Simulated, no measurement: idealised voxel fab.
Herein follows the process module entitled voxel wiring stack.
We display cut, a cross-section 295 nm in width whose square cells are each 5 nm.
If you're reading a cross-section in this doc, picture square cells in a grid; it comes to you as bands, top ones listed first down to the bottom, and a band can be one or more rows of cells. Per band: top height and bottom height in nm, followed by the left-to-right materials and their widths in nm; "full width" marks a single material spanning edge to edge, "blank" marks empty space. Height reference: 0 = level under which incoming wafer is all one material. Lowest band: no bottom, runs on downward, e.g. "0 down". A width such as "30 to 40" changes by the same amount from each row of cells to the next, from the band's top row to its bottom row. Where a step carries "all unchanged", the cross-section came out of it unchanged, cell for cell. Empty spaces counting at least 8 cells and having no open way to the top are listed in "Closed voids list". The notation width x height at distance is used for each, the distance being from the left edge and all three values in nm. Step line, after settings: the simulator's comment on this step. "overlay nm" answers the question of how far to the right of plan the mask lay on a step that has a mask, and when it is negative the answer is to the left.

Planned step list for the process
1: RECEIVE,material Si
2: CONFORMAL_DEP,material SiO2,thk nm 10
3: CONFORMAL_DEP,material SiCN,thk nm 5
4: DIRECTIONAL_DEP,material lowk,thk nm 25
5: PATTERN,tone open,mask id METAL_1,material resist,width nm 25,pitch nm 45,thk nm 15,overlay nm 0
6: DIRECTIONAL_ETCH,etch materials lowk,depth nm 25
7: DIRECTIONAL_ETCH,etch materials SiCN,depth nm 5
8: STRIP,etch materials resist
9: CONFORMAL_DEP,material TiN,thk nm 5
10: FILL_DEP,material Cu,thk nm 5
11: CMP,height nm 40
12: CONFORMAL_DEP,material SiCN,thk nm 5
13: DIRECTIONAL_DEP,material lowk,thk nm 15
14: DIRECTIONAL_DEP,material aC,thk nm 15
15: PATTERN,tone open,mask id PLUG_1,material resist,width nm 15,thk nm 35,overlay nm 0
16: DIRECTIONAL_ETCH,etch materials aC,depth nm 15
17: STRIP,etch materials resist
18: DIRECTIONAL_ETCH,etch materials lowk,depth nm 15
19: DIRECTIONAL_ETCH,etch materials SiCN,depth nm 5
20: STRIP,etch materials aC
21: EPI,material Ru,thk nm 10
22: EPI,material Ru,thk nm 10
23: CONFORMAL_DEP,material SiCN,thk nm 5
24: DIRECTIONAL_DEP,material lowk,thk nm 15
25: PATTERN,tone open,mask id METAL_2,material resist,width nm 25,pitch nm 45,thk nm 20,overlay nm 0
26: DIRECTIONAL_ETCH,etch materials lowk,depth nm 15
27: DIRECTIONAL_ETCH,etch materials SiCN,depth nm 5
28: STRIP,etch materials resist
29: CONFORMAL_DEP,material TiN,thk nm 5
30: FILL_DEP,material Ru,thk nm 5
31: CMP,height nm 80
32: CONFORMAL_DEP,material SiCN,thk nm 5
33: DIRECTIONAL_DEP,material SiO2,thk nm 20
34: PATTERN,tone open,mask id PLUG_2,material resist,width nm 15,thk nm 20,overlay nm 0
35: DIRECTIONAL_ETCH,etch materials SiO2,depth nm 20
36: DIRECTIONAL_ETCH,etch materials SiCN,depth nm 5
37: STRIP,etch materials resist
38: CONFORMAL_DEP,material TiN,thk nm 5
39: FILL_DEP,material Cu,thk nm 5
40: CMP,height nm 105
41: DIRECTIONAL_DEP,material TiN,thk nm 5
42: DIRECTIONAL_DEP,material Ru,thk nm 25
43: DIRECTIONAL_DEP,material aC,thk nm 10
44: PATTERN,tone cover,mask id METAL_3,material resist,width nm 25,pitch nm 45,thk nm 25,overlay nm 0
45: DIRECTIONAL_ETCH,etch materials aC,depth nm 10
46: STRIP,etch materials resist
47: DIRECTIONAL_ETCH,etch materials Ru,depth nm 25
48: DIRECTIONAL_ETCH,etch materials TiN,depth nm 5
49: STRIP,etch materials aC
50: CONFORMAL_DEP,material SiN,thk nm 5
51: FILL_DEP,material SiO2,thk nm 5
52: CMP,height nm 135
53: CONFORMAL_DEP,material SiN,thk nm 5

On the first of the two wafers: run conducted according to plan

So this is the incoming wafer in cross-section - it's already been through step 1
> 0 down = Si full width
> Closed voids list: none

Sectional view: wafer, after step 2
> 10 to 0 = SiO2 full width
> Everything below 0 is unchanged.

Sectional view: wafer, after step 3
> 15 to 10 = SiCN full width
> Everything below 10 is unchanged.

Sectional view: wafer, after step 4
> 40 to 15 = lowk full width
> Everything below 15 is unchanged.

Sectional view: wafer, after step 5
> 55 to 40 = resist 110, blank 25, resist 20, blank 25, resist 115
> Everything below 40 is unchanged.

Sectional view: wafer, after step 6
> 55 to 40 = resist 110, blank 25, resist 20, blank 25, resist 115
> 40 to 15 = lowk 110, blank 25, lowk 20, blank 25, lowk 115
> Everything below 15 is unchanged.

Sectional view: wafer, after step 7
> 55 to 40 = resist 110, blank 25, resist 20, blank 25, resist 115
> 40 to 15 = lowk 110, blank 25, lowk 20, blank 25, lowk 115
> 15 to 10 = SiCN 110, blank 25, SiCN 20, blank 25, SiCN 115
> Everything below 10 is unchanged.

Sectional view: wafer, after step 8
> 40 to 15 = lowk 110, blank 25, lowk 20, blank 25, lowk 115
> Everything below 15 is unchanged.

Sectional view: wafer, after step 9
> 45 to 40 = TiN 115, blank 15, TiN 30, blank 15, TiN 120
> 40 to 15 = lowk 110, TiN 5, blank 15, TiN 5, lowk 20, TiN 5, blank 15, TiN 5, lowk 115
> 15 to 10 = SiCN 110, TiN 25, SiCN 20, TiN 25, SiCN 115
> Everything below 10 is unchanged.

Sectional view: wafer, after step 10
> 50 to 45 = Cu full width
> 45 to 40 = TiN 115, Cu 15, TiN 30, Cu 15, TiN 120
> 40 to 15 = lowk 110, TiN 5, Cu 15, TiN 5, lowk 20, TiN 5, Cu 15, TiN 5, lowk 115
> Everything below 15 is unchanged.

Sectional view: wafer, after step 11
> 40 to 15 = lowk 110, TiN 5, Cu 15, TiN 5, lowk 20, TiN 5, Cu 15, TiN 5, lowk 115
> Everything below 15 is unchanged.

Sectional view: wafer, after step 12
> 45 to 40 = SiCN full width
> Everything below 40 is unchanged.

Sectional view: wafer, after step 13
> 60 to 45 = lowk full width
> Everything below 45 is unchanged.

Sectional view: wafer, after step 14
> 75 to 60 = aC full width
> Everything below 60 is unchanged.

Sectional view: wafer, after step 15
> 110 to 75 = resist 110, blank 15, resist 170
> Everything below 75 is unchanged.

Sectional view: wafer, after step 16
> 95 to 75 = resist 110, blank 15, resist 170
> 75 to 60 = aC 110, blank 15, aC 170
> Everything below 60 is unchanged.

Sectional view: wafer, after step 17
> 75 to 60 = aC 110, blank 15, aC 170
> Everything below 60 is unchanged.

Sectional view: wafer, after step 18
> 75 to 60 = aC 110, blank 15, aC 170
> 60 to 45 = lowk 110, blank 15, lowk 170
> Everything below 45 is unchanged.

Sectional view: wafer, after step 19
> 75 to 60 = aC 110, blank 15, aC 170
> 60 to 45 = lowk 110, blank 15, lowk 170
> 45 to 40 = SiCN 110, blank 15, SiCN 170
> Everything below 40 is unchanged.

Sectional view: wafer, after step 20
> 60 to 45 = lowk 110, blank 15, lowk 170
> Everything below 45 is unchanged.

Sectional view: wafer, after step 21
> 60 to 50 = lowk 110, blank 15, lowk 170
> 50 to 45 = lowk 110, Ru 15, lowk 170
> 45 to 40 = SiCN 110, Ru 15, SiCN 170
> Everything below 40 is unchanged.

Sectional view: wafer, after step 22
> 60 to 45 = lowk 110, Ru 15, lowk 170
> Everything below 45 is unchanged.

Sectional view: wafer, after step 23
> 65 to 60 = SiCN full width
> Everything below 60 is unchanged.

Sectional view: wafer, after step 24
> 80 to 65 = lowk full width
> Everything below 65 is unchanged.

Sectional view: wafer, after step 25
> 100 to 80 = resist 110, blank 25, resist 20, blank 25, resist 115
> Everything below 80 is unchanged.

Sectional view: wafer, after step 26
> 100 to 80 = resist 110, blank 25, resist 20, blank 25, resist 115
> 80 to 65 = lowk 110, blank 25, lowk 20, blank 25, lowk 115
> Everything below 65 is unchanged.

Sectional view: wafer, after step 27
> 100 to 80 = resist 110, blank 25, resist 20, blank 25, resist 115
> 80 to 65 = lowk 110, blank 25, lowk 20, blank 25, lowk 115
> 65 to 60 = SiCN 110, blank 25, SiCN 20, blank 25, SiCN 115
> Everything below 60 is unchanged.

Sectional view: wafer, after step 28
> 80 to 65 = lowk 110, blank 25, lowk 20, blank 25, lowk 115
> Everything below 65 is unchanged.

Sectional view: wafer, after step 29
> 85 to 80 = TiN 115, blank 15, TiN 30, blank 15, TiN 120
> 80 to 65 = lowk 110, TiN 5, blank 15, TiN 5, lowk 20, TiN 5, blank 15, TiN 5, lowk 115
> 65 to 60 = SiCN 110, TiN 25, SiCN 20, TiN 25, SiCN 115
> Everything below 60 is unchanged.

Sectional view: wafer, after step 30
> 90 to 85 = Ru full width
> 85 to 80 = TiN 115, Ru 15, TiN 30, Ru 15, TiN 120
> 80 to 65 = lowk 110, TiN 5, Ru 15, TiN 5, lowk 20, TiN 5, Ru 15, TiN 5, lowk 115
> Everything below 65 is unchanged.

Sectional view: wafer, after step 31
> 80 to 65 = lowk 110, TiN 5, Ru 15, TiN 5, lowk 20, TiN 5, Ru 15, TiN 5, lowk 115
> Everything below 65 is unchanged.

Sectional view: wafer, after step 32
> 85 to 80 = SiCN full width
> Everything below 80 is unchanged.

Sectional view: wafer, after step 33
> 105 to 85 = SiO2 full width
> Everything below 85 is unchanged.

Sectional view: wafer, after step 34
> 125 to 105 = resist 110, blank 15, resist 170
> Everything below 105 is unchanged.

Sectional view: wafer, after step 35
> 125 to 105 = resist 110, blank 15, resist 170
> 105 to 85 = SiO2 110, blank 15, SiO2 170
> Everything below 85 is unchanged.

Sectional view: wafer, after step 36
> 125 to 105 = resist 110, blank 15, resist 170
> 105 to 85 = SiO2 110, blank 15, SiO2 170
> 85 to 80 = SiCN 110, blank 15, SiCN 170
> Everything below 80 is unchanged.

Sectional view: wafer, after step 37
> 105 to 85 = SiO2 110, blank 15, SiO2 170
> Everything below 85 is unchanged.

Sectional view: wafer, after step 38
> 110 to 105 = TiN 115, blank 5, TiN 175
> 105 to 85 = SiO2 110, TiN 5, blank 5, TiN 5, SiO2 170
> 85 to 80 = SiCN 110, TiN 15, SiCN 170
> Everything below 80 is unchanged.

Sectional view: wafer, after step 39
> 115 to 110 = Cu full width
> 110 to 105 = TiN 115, Cu 5, TiN 175
> 105 to 85 = SiO2 110, TiN 5, Cu 5, TiN 5, SiO2 170
> Everything below 85 is unchanged.

Sectional view: wafer, after step 40
> 105 to 85 = SiO2 110, TiN 5, Cu 5, TiN 5, SiO2 170
> Everything below 85 is unchanged.

Sectional view: wafer, after step 41
> 110 to 105 = TiN full width
> Everything below 105 is unchanged.

Sectional view: wafer, after step 42
> 135 to 110 = Ru full width
> Everything below 110 is unchanged.

Sectional view: wafer, after step 43
> 145 to 135 = aC full width
> Everything below 135 is unchanged.

Sectional view: wafer, after step 44
> 170 to 145 = blank 110, resist 25, blank 20, resist 25, blank 115
> Everything below 145 is unchanged.

Sectional view: wafer, after step 45
> 160 to 145 = blank 110, resist 25, blank 20, resist 25, blank 115
> 145 to 135 = blank 110, aC 25, blank 20, aC 25, blank 115
> Everything below 135 is unchanged.

Sectional view: wafer, after step 46
> 145 to 135 = blank 110, aC 25, blank 20, aC 25, blank 115
> Everything below 135 is unchanged.

Sectional view: wafer, after step 47
> 145 to 135 = blank 110, aC 25, blank 20, aC 25, blank 115
> 135 to 110 = blank 110, Ru 25, blank 20, Ru 25, blank 115
> Everything below 110 is unchanged.

Sectional view: wafer, after step 48
> 145 to 135 = blank 110, aC 25, blank 20, aC 25, blank 115
> 135 to 110 = blank 110, Ru 25, blank 20, Ru 25, blank 115
> 110 to 105 = blank 110, TiN 25, blank 20, TiN 25, blank 115
> Everything below 105 is unchanged.

Sectional view: wafer, after step 49
> 135 to 110 = blank 110, Ru 25, blank 20, Ru 25, blank 115
> Everything below 110 is unchanged.

Sectional view: wafer, after step 50
> 140 to 135 = blank 105, SiN 35, blank 10, SiN 35, blank 110
> 135 to 110 = blank 105, SiN 5, Ru 25, SiN 5, blank 10, SiN 5, Ru 25, SiN 5, blank 110
> 110 to 105 = SiN 110, TiN 25, SiN 20, TiN 25, SiN 115
> Everything below 105 is unchanged.

Sectional view: wafer, after step 51
> 145 to 140 = SiO2 full width
> 140 to 135 = SiO2 105, SiN 35, SiO2 10, SiN 35, SiO2 110
> 135 to 110 = SiO2 105, SiN 5, Ru 25, SiN 5, SiO2 10, SiN 5, Ru 25, SiN 5, SiO2 110
> Everything below 110 is unchanged.

Sectional view: wafer, after step 52
> 135 to 110 = SiO2 105, SiN 5, Ru 25, SiN 5, SiO2 10, SiN 5, Ru 25, SiN 5, SiO2 110
> Everything below 110 is unchanged.

Sectional view: wafer, after step 53
> 140 to 135 = SiN full width
> Everything below 135 is unchanged.

The second wafer began exactly as the first did and followed the same plan, but one mistake was made while running it; through step 11 inclusive, the two wafers are identical

What the second wafer looks like in cross-section when step 12 should have wrapped up
> 55 to 40 = lowk full width
> Everything below 40 is unchanged.

What the second wafer looks like in cross-section when step 13 should have wrapped up
> 60 to 55 = SiCN full width
> Everything below 55 is unchanged.

What the second wafer looks like in cross-section when step 14 should have wrapped up
> 75 to 60 = aC full width
> Everything below 60 is unchanged.

What the second wafer looks like in cross-section when step 15 should have wrapped up
> 110 to 75 = resist 110, blank 15, resist 170
> Everything below 75 is unchanged.

What the second wafer looks like in cross-section when step 16 should have wrapped up
> 95 to 75 = resist 110, blank 15, resist 170
> 75 to 60 = aC 110, blank 15, aC 170
> Everything below 60 is unchanged.

What the second wafer looks like in cross-section when step 17 should have wrapped up
> 75 to 60 = aC 110, blank 15, aC 170
> Everything below 60 is unchanged.

What the second wafer looks like in cross-section when step 18 should have wrapped up: all unchanged

What the second wafer looks like in cross-section when step 19 should have wrapped up
> 75 to 60 = aC 110, blank 15, aC 170
> 60 to 55 = SiCN 110, blank 15, SiCN 170
> Everything below 55 is unchanged.

What the second wafer looks like in cross-section when step 20 should have wrapped up
> 60 to 55 = SiCN 110, blank 15, SiCN 170
> Everything below 55 is unchanged.

What the second wafer looks like in cross-section when step 21 should have wrapped up: all unchanged

What the second wafer looks like in cross-section when step 22 should have wrapped up: all unchanged

What the second wafer looks like in cross-section when step 23 should have wrapped up
> 65 to 60 = SiCN 115, blank 5, SiCN 175
> 60 to 55 = SiCN full width
> Everything below 55 is unchanged.

What the second wafer looks like in cross-section when step 24 should have wrapped up
> 80 to 75 = lowk 115, blank 5, lowk 175
> 75 to 65 = lowk full width
> 65 to 60 = SiCN 115, lowk 5, SiCN 175
> Everything below 60 is unchanged.

What the second wafer looks like in cross-section when step 25 should have wrapped up
> 100 to 80 = resist 110, blank 25, resist 20, blank 25, resist 115
> Everything below 80 is unchanged.

What the second wafer looks like in cross-section when step 26 should have wrapped up
> 100 to 80 = resist 110, blank 25, resist 20, blank 25, resist 115
> 80 to 65 = lowk 110, blank 25, lowk 20, blank 25, lowk 115
> 65 to 60 = SiCN 115, blank 5, SiCN 175
> Everything below 60 is unchanged.

What the second wafer looks like in cross-section when step 27 should have wrapped up
> 100 to 80 = resist 110, blank 25, resist 20, blank 25, resist 115
> 80 to 65 = lowk 110, blank 25, lowk 20, blank 25, lowk 115
> 65 to 60 = SiCN 110, blank 25, SiCN 20, blank 25, SiCN 115
> 60 to 55 = SiCN 115, blank 5, SiCN 175
> Everything below 55 is unchanged.

What the second wafer looks like in cross-section when step 28 should have wrapped up
> 80 to 65 = lowk 110, blank 25, lowk 20, blank 25, lowk 115
> Everything below 65 is unchanged.

What the second wafer looks like in cross-section when step 29 should have wrapped up
> 85 to 80 = TiN 115, blank 15, TiN 30, blank 15, TiN 120
> 80 to 65 = lowk 110, TiN 5, blank 15, TiN 5, lowk 20, TiN 5, blank 15, TiN 5, lowk 115
> 65 to 60 = SiCN 110, TiN 25, SiCN 20, TiN 25, SiCN 115
> 60 to 55 = SiCN 115, TiN 5, SiCN 175
> Everything below 55 is unchanged.

What the second wafer looks like in cross-section when step 30 should have wrapped up
> 90 to 85 = Ru full width
> 85 to 80 = TiN 115, Ru 15, TiN 30, Ru 15, TiN 120
> 80 to 65 = lowk 110, TiN 5, Ru 15, TiN 5, lowk 20, TiN 5, Ru 15, TiN 5, lowk 115
> Everything below 65 is unchanged.

What the second wafer looks like in cross-section when step 31 should have wrapped up
> 80 to 65 = lowk 110, TiN 5, Ru 15, TiN 5, lowk 20, TiN 5, Ru 15, TiN 5, lowk 115
> Everything below 65 is unchanged.

What the second wafer looks like in cross-section when step 32 should have wrapped up
> 85 to 80 = SiCN full width
> Everything below 80 is unchanged.

What the second wafer looks like in cross-section when step 33 should have wrapped up
> 105 to 85 = SiO2 full width
> Everything below 85 is unchanged.

What the second wafer looks like in cross-section when step 34 should have wrapped up
> 125 to 105 = resist 110, blank 15, resist 170
> Everything below 105 is unchanged.

What the second wafer looks like in cross-section when step 35 should have wrapped up
> 125 to 105 = resist 110, blank 15, resist 170
> 105 to 85 = SiO2 110, blank 15, SiO2 170
> Everything below 85 is unchanged.

What the second wafer looks like in cross-section when step 36 should have wrapped up
> 125 to 105 = resist 110, blank 15, resist 170
> 105 to 85 = SiO2 110, blank 15, SiO2 170
> 85 to 80 = SiCN 110, blank 15, SiCN 170
> Everything below 80 is unchanged.

What the second wafer looks like in cross-section when step 37 should have wrapped up
> 105 to 85 = SiO2 110, blank 15, SiO2 170
> Everything below 85 is unchanged.

What the second wafer looks like in cross-section when step 38 should have wrapped up
> 110 to 105 = TiN 115, blank 5, TiN 175
> 105 to 85 = SiO2 110, TiN 5, blank 5, TiN 5, SiO2 170
> 85 to 80 = SiCN 110, TiN 15, SiCN 170
> Everything below 80 is unchanged.

What the second wafer looks like in cross-section when step 39 should have wrapped up
> 115 to 110 = Cu full width
> 110 to 105 = TiN 115, Cu 5, TiN 175
> 105 to 85 = SiO2 110, TiN 5, Cu 5, TiN 5, SiO2 170
> Everything below 85 is unchanged.

What the second wafer looks like in cross-section when step 40 should have wrapped up
> 105 to 85 = SiO2 110, TiN 5, Cu 5, TiN 5, SiO2 170
> Everything below 85 is unchanged.

What the second wafer looks like in cross-section when step 41 should have wrapped up
> 110 to 105 = TiN full width
> Everything below 105 is unchanged.

What the second wafer looks like in cross-section when step 42 should have wrapped up
> 135 to 110 = Ru full width
> Everything below 110 is unchanged.

What the second wafer looks like in cross-section when step 43 should have wrapped up
> 145 to 135 = aC full width
> Everything below 135 is unchanged.

What the second wafer looks like in cross-section when step 44 should have wrapped up
> 170 to 145 = blank 110, resist 25, blank 20, resist 25, blank 115
> Everything below 145 is unchanged.

What the second wafer looks like in cross-section when step 45 should have wrapped up
> 160 to 145 = blank 110, resist 25, blank 20, resist 25, blank 115
> 145 to 135 = blank 110, aC 25, blank 20, aC 25, blank 115
> Everything below 135 is unchanged.

What the second wafer looks like in cross-section when step 46 should have wrapped up
> 145 to 135 = blank 110, aC 25, blank 20, aC 25, blank 115
> Everything below 135 is unchanged.

What the second wafer looks like in cross-section when step 47 should have wrapped up
> 145 to 135 = blank 110, aC 25, blank 20, aC 25, blank 115
> 135 to 110 = blank 110, Ru 25, blank 20, Ru 25, blank 115
> Everything below 110 is unchanged.

What the second wafer looks like in cross-section when step 48 should have wrapped up
> 145 to 135 = blank 110, aC 25, blank 20, aC 25, blank 115
> 135 to 110 = blank 110, Ru 25, blank 20, Ru 25, blank 115
> 110 to 105 = blank 110, TiN 25, blank 20, TiN 25, blank 115
> Everything below 105 is unchanged.

What the second wafer looks like in cross-section when step 49 should have wrapped up
> 135 to 110 = blank 110, Ru 25, blank 20, Ru 25, blank 115
> Everything below 110 is unchanged.

What the second wafer looks like in cross-section when step 50 should have wrapped up
> 140 to 135 = blank 105, SiN 35, blank 10, SiN 35, blank 110
> 135 to 110 = blank 105, SiN 5, Ru 25, SiN 5, blank 10, SiN 5, Ru 25, SiN 5, blank 110
> 110 to 105 = SiN 110, TiN 25, SiN 20, TiN 25, SiN 115
> Everything below 105 is unchanged.

What the second wafer looks like in cross-section when step 51 should have wrapped up
> 145 to 140 = SiO2 full width
> 140 to 135 = SiO2 105, SiN 35, SiO2 10, SiN 35, SiO2 110
> 135 to 110 = SiO2 105, SiN 5, Ru 25, SiN 5, SiO2 10, SiN 5, Ru 25, SiN 5, SiO2 110
> Everything below 110 is unchanged.

What the second wafer looks like in cross-section when step 52 should have wrapped up
> 135 to 110 = SiO2 105, SiN 5, Ru 25, SiN 5, SiO2 10, SiN 5, Ru 25, SiN 5, SiO2 110
> Everything below 110 is unchanged.

What the second wafer looks like in cross-section when step 53 should have wrapped up
> 140 to 135 = SiN full width
> Everything below 135 is unchanged.
Where did the run depart from the plan? contrary to the plan, steps 12 and 13 were processed in exchanged order
End of process, cell counts, second wafer against first, materials with more or fewer: Ru: 12 fewer | SiCN: 2 more | TiN: 1 more | lowk: 9 more
